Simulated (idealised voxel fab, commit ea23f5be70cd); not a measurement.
Proc. module: voxel trench capacitor
In the cross-section labelled cut, the width is 180 nm and each square cell is 5 nm.
In what follows, cross-sections appear as grids of square cells, described through bands that run from the top down, where every band is one or more rows of cells. Quick guide to a band line: top height, bottom height (nm) up front; then every material left to right with its width in nm. Only one material and it's marked "all across"? Then it fills the band edge to edge. And "blank" just means empty space. We count height from 0. Below that, the starting wafer is all one material. The lowest band never ends at the bottom but goes on down; see "0..down" for how that is written. With a width like "30 to 40", each row of cells in the band differs from the next by the same amount, the top row carrying the first number and the bottom row the second. "same as before" means the step left every cell of the cross-section as it was. Heads up: "Enclosed voids" only lists the empty pockets with no open path to the top that are 8 cells or more, and it writes them as width x height at distance, distance from the left edge, in nm. Read whatever lies past the settings on a step's line as the simulator's own remark about the step. overlay nm: where the mask lay relative to plan, measured to the right, on steps with a mask; negatives go left.
# The steps planned for the process are as follows
| 1 | RECEIVE,material Si |
| 2 | CONFORMAL_DEP,material SiN,thk nm 10 |
| 3 | DIRECTIONAL_DEP,material aC,thk nm 10 |
| 4 | PATTERN,tone open,mask id TRENCH,material resist,width nm 25,pitch nm 55,thk nm 25,overlay nm -15 |
| 5 | DIRECTIONAL_ETCH,etch materials aC,depth nm 10 |
| 6 | STRIP,etch materials resist |
| 7 | DIRECTIONAL_ETCH,etch materials SiN,depth nm 10 |
| 8 | DIRECTIONAL_ETCH,etch materials Si,depth nm 40 |
| 9 | STRIP,etch materials aC |
| 10 | CONFORMAL_DEP,material SiO2,thk nm 5 |
| 11 | FILL_DEP,material polySi,thk nm 10 |
| 12 | CMP,height nm 10 |
Be aware that, although all wafers share a common starting state, the overlay nm at step 4 differs among them, and the plan displays the first wafer's value.
# Cross-section of the first of several wafers on receipt, reflecting completion of step 1
	0..down: Si all across
	Enclosed voids: none
# End of the module, past its last step, step 12: how the first of several wafers looks in cross-section
	10..0: SiN=35, then SiO2=5, then polySi=15, then SiO2=5, then SiN=30, then SiO2=5, then polySi=15, then SiO2=5, then SiN=65
	0..-35: Si=35, then SiO2=5, then polySi=15, then SiO2=5, then Si=30, then SiO2=5, then polySi=15, then SiO2=5, then Si=65
	-35..-40: Si=35, then SiO2=25, then Si=30, then SiO2=25, then Si=65
	-40..down: Si all across
	Enclosed voids: none
# So this is the cross-section on the last wafer at the end of the module
	10..0: SiN=65, then SiO2=5, then polySi=15, then SiO2=5, then SiN=30, then SiO2=5, then polySi=15, then SiO2=5, then SiN=35
	0..-35: Si=65, then SiO2=5, then polySi=15, then SiO2=5, then Si=30, then SiO2=5, then polySi=15, then SiO2=5, then Si=35
	-35..-40: Si=65, then SiO2=25, then Si=30, then SiO2=25, then Si=35
	-40..down: Si all across
	Enclosed voids: none
# Here is how to read the rows: every wafer has a row, and it shows the wafer at the end of the module, giving for each material how many cells were gained (+) or lost (-) since the wafer was received, then listing its closed voids
overlay nm -15; -80 Si; +52 SiN; +46 SiO2; +54 polySi; Enclosed voids: none
overlay nm -10; -80 Si; +52 SiN; +46 SiO2; +54 polySi; Enclosed voids: none
overlay nm -5; -80 Si; +52 SiN; +46 SiO2; +54 polySi; Enclosed voids: none
overlay nm 0; -80 Si; +52 SiN; +46 SiO2; +54 polySi; Enclosed voids: none
overlay nm 5; -80 Si; +52 SiN; +46 SiO2; +54 polySi; Enclosed voids: none
overlay nm 10; -80 Si; +52 SiN; +46 SiO2; +54 polySi; Enclosed voids: none
overlay nm 15; -80 Si; +52 SiN; +46 SiO2; +54 polySi; Enclosed voids: none
